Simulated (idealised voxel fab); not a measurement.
Title: Process Module voxel plated lines
Cross-section cut spans 260 nm and uses square cells 5 nm in size.
Cross-section layout: square cells on a grid; listed as bands, top to bottom; a band spans one or more cell rows.
It is stipulated that each band's entry specify, in nanometres, the height of the top of the band and then that of its bottom, followed by the materials of the band in left-to-right sequence, each together with its width in nanometres. A single material marked by the word "edge to edge" is understood to fill the band from edge to edge; the word "air" is understood to denote empty space.
Height datum 0, below which the as-received substrate wafer is one material. Lowest band open at the bottom, running downward: "from 0 down".
Read "30 to 40" as a graded width: first number on top, second number at the bottom, same change between each pair of neighbouring rows.
"remained unchanged" after a step means that no cell of the cross-section changed.
So "Cavities, sealed" is basically the list of trapped voids: any empty space of 8 cells or more that can't reach the top through an opening. They're written width x height at distance, the distance being from the left edge, and it's all nm.
Anything after a step's settings on that line? It's the simulator's own note about the step.
You can add "overlay nm" to a step's line. For a step with a mask, it describes how far the mask lay to the right of its planned position, and a negative number describes a lay to the left.
Steps in the process plan
- 1: RECEIVE,material Si
- 2: CONFORMAL_DEP,material SiO2,thk nm 10
- 3: DIRECTIONAL_DEP,material TiN,thk nm 5
- 4: PATTERN,tone open,mask id LINES,material resist,width nm 20,pitch nm 35,thk nm 35,overlay nm 0
- 5: EPI,material Ru,thk nm 10
- 6: EPI,material Ru,thk nm 5
- 7: EPI,material Ru,thk nm 5
- 8: STRIP,etch materials resist
- 9: DIRECTIONAL_ETCH,etch materials TiN,depth nm 5
- 10: CONFORMAL_DEP,material SiN,thk nm 5
The first of a set of two wafers, run to plan
This is the cross-section of the wafer as we received it, i.e. after step 1
- from 0 down: Si edge to edge
- Cavities, sealed: none
After step 2: wafer cross-section
- from 10 to 0: SiO2 edge to edge
- All layers under 0 are left as they were.
After step 3: wafer cross-section
- from 15 to 10: TiN edge to edge
- All layers under 10 are left as they were.
After step 4: wafer cross-section
- from 50 to 15: resist=85, then air=20, then resist=15, then air=20, then resist=15, then air=20, then resist=85
- All layers under 15 are left as they were.
After step 5: wafer cross-section
- from 50 to 25: resist=85, then air=20, then resist=15, then air=20, then resist=15, then air=20, then resist=85
- from 25 to 15: resist=85, then Ru=20, then resist=15, then Ru=20, then resist=15, then Ru=20, then resist=85
- All layers under 15 are left as they were.
After step 6: wafer cross-section
- from 50 to 30: resist=85, then air=20, then resist=15, then air=20, then resist=15, then air=20, then resist=85
- from 30 to 15: resist=85, then Ru=20, then resist=15, then Ru=20, then resist=15, then Ru=20, then resist=85
- All layers under 15 are left as they were.
After step 7: wafer cross-section
- from 50 to 35: resist=85, then air=20, then resist=15, then air=20, then resist=15, then air=20, then resist=85
- from 35 to 15: resist=85, then Ru=20, then resist=15, then Ru=20, then resist=15, then Ru=20, then resist=85
- All layers under 15 are left as they were.
After step 8: wafer cross-section
- from 35 to 15: air=85, then Ru=20, then air=15, then Ru=20, then air=15, then Ru=20, then air=85
- All layers under 15 are left as they were.
After step 9: wafer cross-section
- from 35 to 15: air=85, then Ru=20, then air=15, then Ru=20, then air=15, then Ru=20, then air=85
- from 15 to 10: air=85, then TiN=20, then air=15, then TiN=20, then air=15, then TiN=20, then air=85
- All layers under 10 are left as they were.
After step 10: wafer cross-section
- from 40 to 35: air=80, then SiN=30, then air=5, then SiN=30, then air=5, then SiN=30, then air=80
- from 35 to 15: air=80, then SiN=5, then Ru=20, then SiN=5, then air=5, then SiN=5, then Ru=20, then SiN=5, then air=5, then SiN=5, then Ru=20, then SiN=5, then air=80
- from 15 to 10: SiN=85, then TiN=20, then SiN=15, then TiN=20, then SiN=15, then TiN=20, then SiN=85
- All layers under 10 are left as they were.
Second wafer, same starting conditions and recipe as the first, one mistake in executing it, nothing differs from the first up to and including step 4
The second wafer in cross-section, at the planned close of step 5
- from 50 to 35: resist=85, then air=20, then resist=15, then air=20, then resist=15, then air=20, then resist=85
- from 35 to 15: resist=85, then Ru=20, then resist=15, then Ru=20, then resist=15, then Ru=20, then resist=85
- All layers under 15 are left as they were.
The second wafer in cross-section, at the planned close of step 6
- from 50 to 40: resist=85, then air=20, then resist=15, then air=20, then resist=15, then air=20, then resist=85
- from 40 to 15: resist=85, then Ru=20, then resist=15, then Ru=20, then resist=15, then Ru=20, then resist=85
- All layers under 15 are left as they were.
The second wafer in cross-section, at the planned close of step 7
- from 50 to 45: resist=85, then air=20, then resist=15, then air=20, then resist=15, then air=20, then resist=85
- from 45 to 15: resist=85, then Ru=20, then resist=15, then Ru=20, then resist=15, then Ru=20, then resist=85
- All layers under 15 are left as they were.
The second wafer in cross-section, at the planned close of step 8
- from 45 to 15: air=85, then Ru=20, then air=15, then Ru=20, then air=15, then Ru=20, then air=85
- All layers under 15 are left as they were.
The second wafer in cross-section, at the planned close of step 9
- from 45 to 15: air=85, then Ru=20, then air=15, then Ru=20, then air=15, then Ru=20, then air=85
- from 15 to 10: air=85, then TiN=20, then air=15, then TiN=20, then air=15, then TiN=20, then air=85
- All layers under 10 are left as they were.
The second wafer in cross-section, at the planned close of step 10
- from 50 to 45: air=80, then SiN=30, then air=5, then SiN=30, then air=5, then SiN=30, then air=80
- from 45 to 15: air=80, then SiN=5, then Ru=20, then SiN=5, then air=5, then SiN=5, then Ru=20, then SiN=5, then air=5, then SiN=5, then Ru=20, then SiN=5, then air=80
- from 15 to 10: SiN=85, then TiN=20, then SiN=15, then TiN=20, then SiN=15, then TiN=20, then SiN=85
- All layers under 10 are left as they were.
Plan not followed: the plan's step 5 ran twice
Count the cells at the end and the second wafer has more or fewer of some materials than the first: Ru: 24 more; SiN: 12 more
